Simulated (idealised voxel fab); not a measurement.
Name of the process module below: voxel ribs on slabs
For reference, the cross-section in this document is cut, with width 265 nm and square cells of 5 nm.
The cross-sections in this document take the form of a grid made of square cells. They are written out as bands, in order from top to bottom. Each band consists of one or more rows of cells.
Look at the band entry: it leads with the top's height and the bottom's height in nm. Then it lists the materials left to right, with a width in nm for each. The word "throughout" on a single material says that material fills the band edge to edge. The word "blank" is empty space.
Heights from 0 (as-received wafer is one material below). Bottom band endless downward, as "0 -> down".
Width spec "30..40" -> top row of cells at first value, bottom row at second value, equal per-row change in between.
"same as before" after a step means that no cell of the cross-section changed.
Closed empty spaces (no open way to the top) of 8 cells or more are what "Fully closed voids" lists, each as width x height at distance from the left edge, nm for all three.
Post-settings text on a step line: simulator's own remark regarding the step.
When a step includes a mask, the "overlay nm" setting on its line states how far to the right of its planned place that mask lay, and negative values state how far to the left.
Here's what the planned process steps look like:
1 RECEIVE | material Si
2 DIRECTIONAL_DEP | material SiO2 | thk nm 30
3 DIRECTIONAL_DEP | material polySi | thk nm 20
4 PATTERN | tone cover | mask id RIB | material resist | width nm 30 | thk nm 15 | overlay nm 0
5 DIRECTIONAL_ETCH | etch materials polySi | depth nm 5
6 STRIP | etch materials resist
7 MASKED_ETCH | tone cover | mask id SLAB | width nm 60 | etch materials polySi | depth nm 15 | overlay nm 0
8 FILL_DEP | material SiO2 | thk nm 20
9 CMP | height nm 60
10 DIRECTIONAL_DEP | material TiN | thk nm 10
11 PATTERN | tone cover | mask id HEATER | material resist | width nm 40 | thk nm 15 | overlay nm 0
12 DIRECTIONAL_ETCH | etch materials TiN | depth nm 5
13 STRIP | etch materials resist
14 CONFORMAL_DEP | material SiN | thk nm 10
Be aware that, although all wafers share a common starting state, the depth nm at step 12 differs among them, and the plan displays the first wafer's value.
The as-received cross-section of the first of several wafers corresponds to the state after step 1:
0 -> down = Si throughout
Fully closed voids: none
Each wafer at the end: cells of each material gained (+) or lost (-) since it was received, then its closed voids:
depth nm 5, +110 SiN, +594 SiO2, +61 TiN, +42 polySi, Fully closed voids: none
depth nm 10, +114 SiN, +594 SiO2, +16 TiN, +42 polySi, Fully closed voids: none
depth nm 15, +114 SiN, +594 SiO2, +16 TiN, +42 polySi, Fully closed voids: none
depth nm 20, +114 SiN, +594 SiO2, +16 TiN, +42 polySi, Fully closed voids: none
depth nm 25, +114 SiN, +594 SiO2, +16 TiN, +42 polySi, Fully closed voids: none
